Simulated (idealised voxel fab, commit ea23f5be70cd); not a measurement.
You're looking at the process module voxel gate over fins.
FYI the section here is cut, 280 nm wide, cells are 5 nm squares.
Cross-section, as written here: a square-cell grid given band by band from the top down, where a band holds one or more rows of cells.
In this notation a band is specified by the heights of its top and bottom, in that order and in nm, after which its materials appear from left to right, each paired with its width in nm. The word "everywhere" attached to a single material means that material fills the band from edge to edge; the word "empty" stands for empty space.
Heights are expressed relative to 0, this being the level below which the as-received wafer comprises one material exclusively. The lowest band is unbounded in the downward direction and is denoted as in "top 0, no bottom".
So if you see something like "30..40" for the width, read it as the top row of the band sitting at the first number and the bottom row at the second, with every row in between moving by the same amount as the last.
"nothing got changed" -> step changed no cross-section cell.
"Sealed internal cavities" - sealed voids, min. 8 cells, no opening to top; format: width x height at distance (distance from left edge; nm throughout).
Formally, on a step line, whatever follows the settings is a remark that the simulator itself makes on the step.
If you see "overlay nm" on a step's line and that step has a mask, it's telling you how far right of where it was planned the mask ended up; a negative number means it went left instead.
-- Planned step list for the process
step 1: RECEIVE (material Si)
step 2: CONFORMAL_DEP (material SiN; thk nm 5)
step 3: PATTERN (tone cover; mask id FINS; material resist; width nm 15; pitch nm 45; thk nm 20; overlay nm 0)
step 4: DIRECTIONAL_ETCH (etch materials SiN; depth nm 5)
step 5: DIRECTIONAL_ETCH (etch materials Si; depth nm 35)
step 6: STRIP (etch materials resist)
step 7: FILL_DEP (material SiO2; thk nm 15)
step 8: CMP (height nm 5)
step 9: SELECTIVE_ETCH (etch materials SiO2; depth nm 20)
step 10: STRIP (etch materials SiN)
step 11: CONFORMAL_DEP (material HfO2; thk nm 5)
step 12: CONFORMAL_DEP (material TiN; thk nm 5)
step 13: CONFORMAL_DEP (material TiAl; thk nm 5)
step 14: CONFORMAL_DEP (material TiN; thk nm 5)
step 15: FILL_DEP (material W; thk nm 10)
step 16: CMP (height nm 25)
step 17: CONFORMAL_DEP (material SiN; thk nm 10)
-- Shown in cross-section is the wafer as received, that is, as it stands after step 1
	top 0, no bottom  Si everywhere
	Sealed internal cavities: none
-- Module complete - cross-section of the first of two wafers, run according to plan
	top 35, bottom 25  SiN everywhere
	top 25, bottom 20  W everywhere
	top 20, bottom 15  90 W, 100 TiN, 90 W
	top 15, bottom 10  90 W, 5 TiN, 90 TiAl, 5 TiN, 90 W
	top 10, bottom 5  90 W, 5 TiN, 5 TiAl, 35 TiN, 10 TiAl, 35 TiN, 5 TiAl, 5 TiN, 90 W
	top 5, bottom 0  95 TiN, 5 TiAl, 5 TiN, 25 HfO2, 5 TiN, 10 TiAl, 5 TiN, 25 HfO2, 5 TiN, 5 TiAl, 95 TiN
	top 0, bottom -5  100 TiAl, 5 TiN, 5 HfO2, 15 Si, 5 HfO2, 5 TiN, 10 TiAl, 5 TiN, 5 HfO2, 15 Si, 5 HfO2, 5 TiN, 100 TiAl
	top -5, bottom -10  105 TiN, 5 HfO2, 15 Si, 5 HfO2, 20 TiN, 5 HfO2, 15 Si, 5 HfO2, 105 TiN
	top -10, bottom -15  110 HfO2, 15 Si, 30 HfO2, 15 Si, 110 HfO2
	top -15, bottom -35  110 SiO2, 15 Si, 30 SiO2, 15 Si, 110 SiO2
	top -35, no bottom  Si everywhere
	Sealed internal cavities: none
-- Cross-sectional view: second of two wafers, end of module; start and plan identical to the first, one mistake in running
	top 30, bottom 25  SiN everywhere
	top 25, bottom 20  W everywhere
	top 20, bottom 15  90 W, 100 TiN, 90 W
	top 15, bottom 10  90 W, 5 TiN, 90 TiAl, 5 TiN, 90 W
	top 10, bottom 5  90 W, 5 TiN, 5 TiAl, 35 TiN, 10 TiAl, 35 TiN, 5 TiAl, 5 TiN, 90 W
	top 5, bottom 0  95 TiN, 5 TiAl, 5 TiN, 25 HfO2, 5 TiN, 10 TiAl, 5 TiN, 25 HfO2, 5 TiN, 5 TiAl, 95 TiN
	top 0, bottom -5  100 TiAl, 5 TiN, 5 HfO2, 15 Si, 5 HfO2, 5 TiN, 10 TiAl, 5 TiN, 5 HfO2, 15 Si, 5 HfO2, 5 TiN, 100 TiAl
	top -5, bottom -10  105 TiN, 5 HfO2, 15 Si, 5 HfO2, 20 TiN, 5 HfO2, 15 Si, 5 HfO2, 105 TiN
	top -10, bottom -15  110 HfO2, 15 Si, 30 HfO2, 15 Si, 110 HfO2
	top -15, bottom -35  110 SiO2, 15 Si, 30 SiO2, 15 Si, 110 SiO2
	top -35, no bottom  Si everywhere
	Sealed internal cavities: none
Deviation noted in wafer processing: step 17 was run on a setting that differed from the plan, and what really ran there is CONFORMAL_DEP (material SiN; thk nm 5)
Final comparison by cell count, materials where the second wafer has more or fewer than the first: 56 fewer of SiN
